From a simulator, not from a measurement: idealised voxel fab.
Presented below is a process module, voxel fin reveal.
It is cross-section cut that appears here, measuring 300 nm in width, its square cells being 5 nm in size.
Cross-section layout: square cells on a grid; listed as bands, top to bottom; a band spans one or more cell rows. Quick guide to a band line: top height, bottom height (nm) up front; then every material left to right with its width in nm. Only one material and it's marked "all across"? Then it fills the band edge to edge. And "air" just means empty space. Measure heights from 0. That's the level where, below it, the as-received wafer is all one material. The lowest band is bottomless and extends downward; write it as in "0 and below". A width given as "30->40" starts at the first number in the band's top row and ends at the second number in its bottom row, shifting by an equal amount at every step from row to row. Basically "remains unaltered" means that step didn't change any cell in the cross-section. Look at "Trapped cavities" for the closed voids: empty spaces with no open path to the top, sized 8 cells or up. Each is width x height at distance, distance from the left edge, all nm. Post-settings text on a step line: simulator's own remark regarding the step. overlay nm: where the mask lay relative to plan, measured to the right, on steps with a mask; negatives go left.

**Steps planned for the process**
step 1: RECEIVE (material Si)
step 2: CONFORMAL_DEP (material SiN; thk nm 10)
step 3: MASKED_ETCH (tone cover; mask id FINS; width nm 15; pitch nm 35; etch materials SiN; depth nm 10; overlay nm 0)
step 4: MASKED_ETCH (tone cover; mask id FINS; width nm 15; pitch nm 35; etch materials Si; depth nm 30; overlay nm 0)
step 5: OXIDIZE (depth nm 5)
step 6: FILL_DEP (material SiO2; thk nm 10)
step 7: CMP (height nm 10)
step 8: SELECTIVE_ETCH (etch materials SiO2; depth nm 25)
step 9: STRIP (etch materials SiN)

**Cross-section, incoming material, after step 1**
* 0 and below  Si all across
* Trapped cavities: none

**Wafer cross-section at module end: first of two, run to plan**
* 0 down to -15  air 95 nm / Si 5 nm / air 30 nm / Si 5 nm / air 30 nm / Si 5 nm / air 30 nm / Si 5 nm / air 95 nm
* -15 down to -35  SiO2 95 nm / Si 5 nm / SiO2 30 nm / Si 5 nm / SiO2 30 nm / Si 5 nm / SiO2 30 nm / Si 5 nm / SiO2 95 nm
* -35 and below  Si all across
* Trapped cavities: none

**Wafer two, end of module, cross-section. Same start, same plan as wafer one. One mistake in the run**
* 0 down to -15  air 95 nm / Si 10 nm / air 25 nm / Si 10 nm / air 25 nm / Si 10 nm / air 25 nm / Si 10 nm / air 90 nm
* -15 down to -35  SiO2 95 nm / Si 10 nm / SiO2 25 nm / Si 10 nm / SiO2 25 nm / Si 10 nm / SiO2 25 nm / Si 10 nm / SiO2 90 nm
* -35 and below  Si all across
* Trapped cavities: none
Deviation from plan: heads up, step 3 didn't go per plan, it actually ran as MASKED_ETCH (tone cover; mask id FINS; width nm 20; pitch nm 35; etch materials SiN; depth nm 10; overlay nm 0)
at the end the second wafer has, in cells: 28 more of Si, 16 fewer of SiO2
